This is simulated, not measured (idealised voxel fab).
The document below concerns the process module designated voxel self aligned contacts.
This is section cut - it's 280 nm across, gridded in 5 nm square cells.
In what follows, cross-sections appear as grids of square cells, described through bands that run from the top down, where every band is one or more rows of cells.
A band entry consists of two parts. The first gives the height of the band's top and the height of its bottom, in nm. The rest lists the band's materials from left to right, each with its width in nm. A single material labelled with the word "edge to edge" fills the band from edge to edge, and the word "empty" marks empty space.
Basically, 0 is our baseline, since under it the wafer straight out of the box is all one material. The bottom band has no lower end and keeps on going down, so it looks like "top 0, no bottom".
It should be noted that a width expressed as "30->40" varies in equal increments from row to row of cells within the band, taking the value of the first number at the top row and that of the second number at the bottom row.
"changes: none" after a step means that no cell of the cross-section changed.
Empty spaces counting at least 8 cells and having no open way to the top are listed in "Closed cavities". The notation width x height at distance is used for each, the distance being from the left edge and all three values in nm.
Read whatever lies past the settings on a step's line as the simulator's own remark about the step.
overlay nm: mask right of planned place by this much (step with mask). Neg. = left.
plan
| 1 | RECEIVE [material Si] |
| 2 | CONFORMAL_DEP [material SiO2] [thk nm 5] |
| 3 | DIRECTIONAL_DEP [material polySi] [thk nm 30] |
| 4 | DIRECTIONAL_DEP [material SiN] [thk nm 15] |
| 5 | MASKED_ETCH [tone cover] [mask id GATE] [width nm 25] [pitch nm 60] [etch materials SiN] [depth nm 15] [overlay nm 0] |
| 6 | MASKED_ETCH [tone cover] [mask id GATE] [width nm 25] [pitch nm 60] [etch materials polySi] [depth nm 30] [overlay nm 0] |
| 7 | CONFORMAL_DEP [material SiN] [thk nm 5] |
| 8 | DIRECTIONAL_ETCH [etch materials SiN] [depth nm 5] |
| 9 | FILL_DEP [material SiO2] [thk nm 20] |
| 10 | CMP [height nm 60] |
| 11 | PATTERN [tone open] [mask id CONTACT] [material resist] [width nm 45] [thk nm 15] [overlay nm 0] |
| 12 | DIRECTIONAL_ETCH [etch materials SiO2] [depth nm 60] |
| 13 | STRIP [etch materials resist] |
| 14 | CONFORMAL_DEP [material TiN] [thk nm 5] |
| 15 | FILL_DEP [material Ru] [thk nm 5] |
| 16 | CMP [height nm 60] |
| 17 | CONFORMAL_DEP [material SiN] [thk nm 5] |
Of two wafers, the first: run according to plan
Shown in cross-section is the wafer as received, that is, as it stands after step 1
* top 0, no bottom = Si edge to edge
* Closed cavities: none
You're looking at a cross-section of the wafer after step 2
* top 5, bottom 0 = SiO2 edge to edge
* Nothing below the height 0 has changed.
You're looking at a cross-section of the wafer after step 3
* top 35, bottom 5 = polySi edge to edge
* Nothing below the height 5 has changed.
You're looking at a cross-section of the wafer after step 4
* top 50, bottom 35 = SiN edge to edge
* Nothing below the height 35 has changed.
You're looking at a cross-section of the wafer after step 5
* top 50, bottom 35 = 95 of empty / 25 of SiN / 35 of empty / 25 of SiN / 100 of empty
* Nothing below the height 35 has changed.
You're looking at a cross-section of the wafer after step 6
* top 50, bottom 35 = 95 of empty / 25 of SiN / 35 of empty / 25 of SiN / 100 of empty
* top 35, bottom 5 = 95 of empty / 25 of polySi / 35 of empty / 25 of polySi / 100 of empty
* Nothing below the height 5 has changed.
You're looking at a cross-section of the wafer after step 7
* top 55, bottom 35 = 90 of empty / 35 of SiN / 25 of empty / 35 of SiN / 95 of empty
* top 35, bottom 10 = 90 of empty / 5 of SiN / 25 of polySi / 5 of SiN / 25 of empty / 5 of SiN / 25 of polySi / 5 of SiN / 95 of empty
* top 10, bottom 5 = 95 of SiN / 25 of polySi / 35 of SiN / 25 of polySi / 100 of SiN
* Nothing below the height 5 has changed.
You're looking at a cross-section of the wafer after step 8
* top 50, bottom 35 = 90 of empty / 35 of SiN / 25 of empty / 35 of SiN / 95 of empty
* top 35, bottom 5 = 90 of empty / 5 of SiN / 25 of polySi / 5 of SiN / 25 of empty / 5 of SiN / 25 of polySi / 5 of SiN / 95 of empty
* Nothing below the height 5 has changed.
You're looking at a cross-section of the wafer after step 9
* top 70, bottom 50 = SiO2 edge to edge
* top 50, bottom 35 = 90 of SiO2 / 35 of SiN / 25 of SiO2 / 35 of SiN / 95 of SiO2
* top 35, bottom 5 = 90 of SiO2 / 5 of SiN / 25 of polySi / 5 of SiN / 25 of SiO2 / 5 of SiN / 25 of polySi / 5 of SiN / 95 of SiO2
* Nothing below the height 5 has changed.
You're looking at a cross-section of the wafer after step 10
* top 60, bottom 50 = SiO2 edge to edge
* Nothing below the height 50 has changed.
You're looking at a cross-section of the wafer after step 11
* top 75, bottom 60 = 115 of resist / 45 of empty / 120 of resist
* Nothing below the height 60 has changed.
You're looking at a cross-section of the wafer after step 12
* top 75, bottom 60 = 115 of resist / 45 of empty / 120 of resist
* top 60, bottom 50 = 115 of SiO2 / 45 of empty / 120 of SiO2
* top 50, bottom 35 = 90 of SiO2 / 35 of SiN / 25 of empty / 35 of SiN / 95 of SiO2
* top 35, bottom 5 = 90 of SiO2 / 5 of SiN / 25 of polySi / 5 of SiN / 25 of empty / 5 of SiN / 25 of polySi / 5 of SiN / 95 of SiO2
* top 5, bottom 0 = 125 of SiO2 / 25 of empty / 130 of SiO2
* Nothing below the height 0 has changed.
You're looking at a cross-section of the wafer after step 13
* top 60, bottom 50 = 115 of SiO2 / 45 of empty / 120 of SiO2
* Nothing below the height 50 has changed.
You're looking at a cross-section of the wafer after step 14
* top 65, bottom 60 = 120 of TiN / 35 of empty / 125 of TiN
* top 60, bottom 50 = 115 of SiO2 / 5->15 of TiN / 35->15 of empty / 5->15 of TiN / 120 of SiO2
* top 50, bottom 35 = 90 of SiO2 / 35 of SiN / 5 of TiN / 15 of empty / 5 of TiN / 35 of SiN / 95 of SiO2
* top 35, bottom 5 = 90 of SiO2 / 5 of SiN / 25 of polySi / 5 of SiN / 5 of TiN / 15 of empty / 5 of TiN / 5 of SiN / 25 of polySi / 5 of SiN / 95 of SiO2
* top 5, bottom 0 = 125 of SiO2 / 25 of TiN / 130 of SiO2
* Nothing below the height 0 has changed.
You're looking at a cross-section of the wafer after step 15
* top 70, bottom 65 = Ru edge to edge
* top 65, bottom 60 = 120 of TiN / 35 of Ru / 125 of TiN
* top 60, bottom 50 = 115 of SiO2 / 5->15 of TiN / 35->15 of Ru / 5->15 of TiN / 120 of SiO2
* top 50, bottom 35 = 90 of SiO2 / 35 of SiN / 5 of TiN / 15 of Ru / 5 of TiN / 35 of SiN / 95 of SiO2
* top 35, bottom 5 = 90 of SiO2 / 5 of SiN / 25 of polySi / 5 of SiN / 5 of TiN / 15 of Ru / 5 of TiN / 5 of SiN / 25 of polySi / 5 of SiN / 95 of SiO2
* Nothing below the height 5 has changed.
You're looking at a cross-section of the wafer after step 16
* top 60, bottom 50 = 115 of SiO2 / 5->15 of TiN / 35->15 of Ru / 5->15 of TiN / 120 of SiO2
* Nothing below the height 50 has changed.
You're looking at a cross-section of the wafer after step 17
* top 65, bottom 60 = SiN edge to edge
* Nothing below the height 60 has changed.
Companion wafer, the second of two: same beginning, same intended sequence, one mistake in carrying it out; through step 2 inclusive it tracks the first exactly
when step 3 should have ended
* top 65, bottom 5 = polySi edge to edge
* Nothing below the height 5 has changed.
when step 4 should have ended
* top 80, bottom 65 = SiN edge to edge
* Nothing below the height 65 has changed.
when step 5 should have ended
* top 80, bottom 65 = 95 of empty / 25 of SiN / 35 of empty / 25 of SiN / 100 of empty
* Nothing below the height 65 has changed.
when step 6 should have ended
* top 80, bottom 65 = 95 of empty / 25 of SiN / 35 of empty / 25 of SiN / 100 of empty
* top 65, bottom 35 = 95 of empty / 25 of polySi / 35 of empty / 25 of polySi / 100 of empty
* Nothing below the height 35 has changed.
when step 7 should have ended
* top 85, bottom 65 = 90 of empty / 35 of SiN / 25 of empty / 35 of SiN / 95 of empty
* top 65, bottom 40 = 90 of empty / 5 of SiN / 25 of polySi / 5 of SiN / 25 of empty / 5 of SiN / 25 of polySi / 5 of SiN / 95 of empty
* top 40, bottom 35 = 95 of SiN / 25 of polySi / 35 of SiN / 25 of polySi / 100 of SiN
* Nothing below the height 35 has changed.
when step 8 should have ended
* top 80, bottom 65 = 90 of empty / 35 of SiN / 25 of empty / 35 of SiN / 95 of empty
* top 65, bottom 35 = 90 of empty / 5 of SiN / 25 of polySi / 5 of SiN / 25 of empty / 5 of SiN / 25 of polySi / 5 of SiN / 95 of empty
* Nothing below the height 35 has changed.
when step 9 should have ended
* top 100, bottom 80 = SiO2 edge to edge
* top 80, bottom 65 = 90 of SiO2 / 35 of SiN / 25 of SiO2 / 35 of SiN / 95 of SiO2
* top 65, bottom 35 = 90 of SiO2 / 5 of SiN / 25 of polySi / 5 of SiN / 25 of SiO2 / 5 of SiN / 25 of polySi / 5 of SiN / 95 of SiO2
* Nothing below the height 35 has changed.
when step 10 should have ended
* top 60, bottom 35 = 90 of SiO2 / 5 of SiN / 25 of polySi / 5 of SiN / 25 of SiO2 / 5 of SiN / 25 of polySi / 5 of SiN / 95 of SiO2
* Nothing below the height 35 has changed.
when step 11 should have ended
* top 75, bottom 60 = 115 of resist / 45 of empty / 120 of resist
* Nothing below the height 60 has changed.
when step 12 should have ended
* top 75, bottom 60 = 115 of resist / 45 of empty / 120 of resist
* top 60, bottom 35 = 90 of SiO2 / 5 of SiN / 25 of polySi / 5 of SiN / 25 of empty / 5 of SiN / 25 of polySi / 5 of SiN / 95 of SiO2
* Nothing below the height 35 has changed.
when step 13 should have ended
* top 60, bottom 35 = 90 of SiO2 / 5 of SiN / 25 of polySi / 5 of SiN / 25 of empty / 5 of SiN / 25 of polySi / 5 of SiN / 95 of SiO2
* Nothing below the height 35 has changed.
when step 14 should have ended
* top 65, bottom 60 = 130 of TiN / 15 of empty / 135 of TiN
* top 60, bottom 40 = 90 of SiO2 / 5 of SiN / 25 of polySi / 5 of SiN / 5 of TiN / 15 of empty / 5 of TiN / 5 of SiN / 25 of polySi / 5 of SiN / 95 of SiO2
* top 40, bottom 35 = 90 of SiO2 / 5 of SiN / 25 of polySi / 5 of SiN / 25 of TiN / 5 of SiN / 25 of polySi / 5 of SiN / 95 of SiO2
* Nothing below the height 35 has changed.
when step 15 should have ended
* top 70, bottom 65 = Ru edge to edge
* top 65, bottom 60 = 130 of TiN / 15 of Ru / 135 of TiN
* top 60, bottom 40 = 90 of SiO2 / 5 of SiN / 25 of polySi / 5 of SiN / 5 of TiN / 15 of Ru / 5 of TiN / 5 of SiN / 25 of polySi / 5 of SiN / 95 of SiO2
* Nothing below the height 40 has changed.
when step 16 should have ended
* top 60, bottom 40 = 90 of SiO2 / 5 of SiN / 25 of polySi / 5 of SiN / 5 of TiN / 15 of Ru / 5 of TiN / 5 of SiN / 25 of polySi / 5 of SiN / 95 of SiO2
* Nothing below the height 40 has changed.
when step 17 should have ended
* top 65, bottom 60 = SiN edge to edge
* Nothing below the height 60 has changed.
What went wrong in running the wafer? step 3, plan: ran twice
At the finish, the second wafer shows more or fewer cells for some materials than the first does: 25 fewer of Ru | 46 fewer of SiN | 237 fewer of SiO2 | 18 fewer of TiN | 326 more of polySi
